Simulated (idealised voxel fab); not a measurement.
process module | voxel trench capacitor
cross-section cut | 215 nm wide | cells 5 nm
A cross-section is a grid of square cells, given in bands from the top down. A band is one or more rows of cells.
Each band's line starts with the height of the band's top and of its bottom, in nm. Then come its materials from left to right, each with its width in nm. One material with "throughout" fills the band from edge to edge. "air" is empty space.
Height 0 is the level under which the wafer as received is all one material. The lowest band goes on downwards, as in "0 down".
A width such as "30 to 40" changes by the same amount from each row of cells to the next, from the band's top row to its bottom row.
"no change" after a step means that no cell of the cross-section changed.
closed voids: empty space of 8 cells or more with no open way to the top, each as width x height at its distance from the left edge, in nm
after a step's settings: what the simulator itself notes on the step
overlay nm, on a step with a mask: how far to the right of its planned place the mask lay; to the left if negative
plan
1 op RECEIVE | material Si
2 op CONFORMAL_DEP | material SiN | thk nm 10
3 op MASKED_ETCH | tone open | mask id TRENCH | width nm 30 | pitch nm 45 | etch materials SiN | depth nm 10 | overlay nm 0
4 op MASKED_ETCH | tone open | mask id TRENCH | width nm 30 | pitch nm 45 | etch materials Si | depth nm 25 | overlay nm 0
5 op CONFORMAL_DEP | material Al2O3 | thk nm 5
6 op CONFORMAL_DEP | material TiN | thk nm 5
7 op FILL_DEP | material W | thk nm 5
8 op CMP | height nm 10
as received, after step 1
  0 down: Si throughout
  closed voids: none
first wafer at the end, as planned
  10 to 0: SiN 45 | Al2O3 5 | TiN 5 | W 10 | TiN 5 | Al2O3 5 | SiN 15 | Al2O3 5 | TiN 5 | W 10 | TiN 5 | Al2O3 5 | SiN 15 | Al2O3 5 | TiN 5 | W 10 | TiN 5 | Al2O3 5 | SiN 50
  0 to -15: Si 45 | Al2O3 5 | TiN 5 | W 10 | TiN 5 | Al2O3 5 | Si 15 | Al2O3 5 | TiN 5 | W 10 | TiN 5 | Al2O3 5 | Si 15 | Al2O3 5 | TiN 5 | W 10 | TiN 5 | Al2O3 5 | Si 50
  -15 to -20: Si 45 | Al2O3 5 | TiN 20 | Al2O3 5 | Si 15 | Al2O3 5 | TiN 20 | Al2O3 5 | Si 15 | Al2O3 5 | TiN 20 | Al2O3 5 | Si 50
  -20 to -25: Si 45 | Al2O3 30 | Si 15 | Al2O3 30 | Si 15 | Al2O3 30 | Si 50
  -25 down: Si throughout
  closed voids: none
second wafer at the end: like start, like plan, one mistake
  10 to 5: TiN 40 | Al2O3 5 | SiN 30 | Al2O3 5 | TiN 5 | Al2O3 5 | SiN 30 | Al2O3 5 | TiN 5 | Al2O3 5 | SiN 30 | Al2O3 5 | TiN 45
  5 to 0: Al2O3 45 | SiN 30 | Al2O3 15 | SiN 30 | Al2O3 15 | SiN 30 | Al2O3 50
  0 down: Si throughout
  closed voids: none
what went wrong: step 3 ran as: op MASKED_ETCH | tone cover | mask id TRENCH | width nm 30 | pitch nm 45 | etch materials SiN | depth nm 10 | overlay nm 0
at the end the second wafer has, in cells: 23 fewer of Al2O3 | 90 more of Si | 14 fewer of SiN | 23 fewer of TiN | 30 fewer of W
